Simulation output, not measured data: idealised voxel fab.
Title: Process Module voxel local oxidation
It is cross-section cut that appears here, measuring 235 nm in width, its square cells being 5 nm in size.
This document writes a cross-section as a grid whose cells are square, and gives it as bands, listed from the top down; one or more rows of cells form a band. First you get the band's top height and its bottom height, in nm, and then the materials it's made of, left to right, with each width in nm. If you see a single material with "everywhere", that one covers the band edge to edge. "blank" is empty space. For the purposes of this specification, 0 denotes the height below which the wafer in its as-received condition is composed wholly of one material, and the lowermost band, lacking a lower limit, extends downward without end, as expressed in "from 0 down". With a width like "30 to 40", each row of cells in the band differs from the next by the same amount, the top row carrying the first number and the bottom row the second. You'll sometimes find "stayed the same" written for a step, and that's the way of saying that nowhere in the cross-section did a cell change during that step. The entry "Trapped cavities" lists the empty spaces that cover at least 8 cells and have no open path to the top. Each is written as width x height at distance, where the distance is measured from the left edge and all three values are in nm. Past the settings on a step's line: simulator remark, on that step. If you see "overlay nm" on a step's line and that step has a mask, it's telling you how far right of where it was planned the mask ended up; a negative number means it went left instead.

**Intended process steps**
1,RECEIVE | material Si
2,OXIDIZE | depth nm 5
3,CONFORMAL_DEP | material SiN | thk nm 15
4,PATTERN | tone cover | mask id ACTIVE | material resist | width nm 130 | thk nm 20 | overlay nm 0
5,DIRECTIONAL_ETCH | etch materials SiN | depth nm 15
6,STRIP | etch materials resist
7,SELECTIVE_ETCH | etch materials SiO2 | depth nm 5
8,OXIDIZE | depth nm 10
9,STRIP | etch materials SiN

**First wafer, two in total, run as planned**

**Step 1 complete: cross-section of the wafer as received**
> from 0 down: Si everywhere
> Trapped cavities: none

**Cross-section through the wafer, step 2 finished**
> from 0 to -5: SiO2 everywhere
> Unchanged below -5.

**Cross-section through the wafer, step 3 finished**
> from 15 to 0: SiN everywhere
> Unchanged below 0.

**Cross-section through the wafer, step 4 finished**
> from 35 to 15: 50 blank, then 130 resist, then 55 blank
> Unchanged below 15.

**Cross-section through the wafer, step 5 finished**
> from 35 to 15: 50 blank, then 130 resist, then 55 blank
> from 15 to 0: 50 blank, then 130 SiN, then 55 blank
> Unchanged below 0.

**Cross-section through the wafer, step 6 finished**
> from 15 to 0: 50 blank, then 130 SiN, then 55 blank
> Unchanged below 0.

**Cross-section through the wafer, step 7 finished**
> from 15 to 0: 50 blank, then 130 SiN, then 55 blank
> from 0 to -5: 55 blank, then 120 SiO2, then 60 blank
> Unchanged below -5.

**Cross-section through the wafer, step 8 finished**
> from 15 to 0: 50 blank, then 130 SiN, then 55 blank
> from 0 to -5: 55 blank, then 120 SiO2, then 60 blank
> from -5 to -15: 65 SiO2, then 100 Si, then 70 SiO2
> Unchanged below -15.

**Cross-section through the wafer, step 9 finished**
> from 0 to -5: 55 blank, then 120 SiO2, then 60 blank
> Unchanged below -5.

**It is to be noted that the second wafer proceeded from the same initial state and according to the same plan as the first, although one mistake was committed in its execution; through step 1, inclusive, the two wafers share an identical history**

**Cross-section, second wafer, at the end time the plan gives for step 2**
> from 0 to -15: SiO2 everywhere
> Unchanged below -15.

**Cross-section, second wafer, at the end time the plan gives for step 3**
> from 15 to 0: SiN everywhere
> Unchanged below 0.

**Cross-section, second wafer, at the end time the plan gives for step 4**
> from 35 to 15: 50 blank, then 130 resist, then 55 blank
> Unchanged below 15.

**Cross-section, second wafer, at the end time the plan gives for step 5**
> from 35 to 15: 50 blank, then 130 resist, then 55 blank
> from 15 to 0: 50 blank, then 130 SiN, then 55 blank
> Unchanged below 0.

**Cross-section, second wafer, at the end time the plan gives for step 6**
> from 15 to 0: 50 blank, then 130 SiN, then 55 blank
> Unchanged below 0.

**Cross-section, second wafer, at the end time the plan gives for step 7**
> from 15 to 0: 50 blank, then 130 SiN, then 55 blank
> from 0 to -5: 55 blank, then 120 SiO2, then 60 blank
> Unchanged below -5.

Cross-section, second wafer, at the end time the plan gives for step 8: stayed the same

**Cross-section, second wafer, at the end time the plan gives for step 9**
> from 0 to -5: 55 blank, then 120 SiO2, then 60 blank
> Unchanged below -5.
Short version of what went wrong: step 2 was processed under conditions differing from the plan, specifically as OXIDIZE | depth nm 15
Looking at both finished wafers in cells, the second ends up ahead of or behind the first on some materials: Si: 40 fewer; SiO2: 40 more
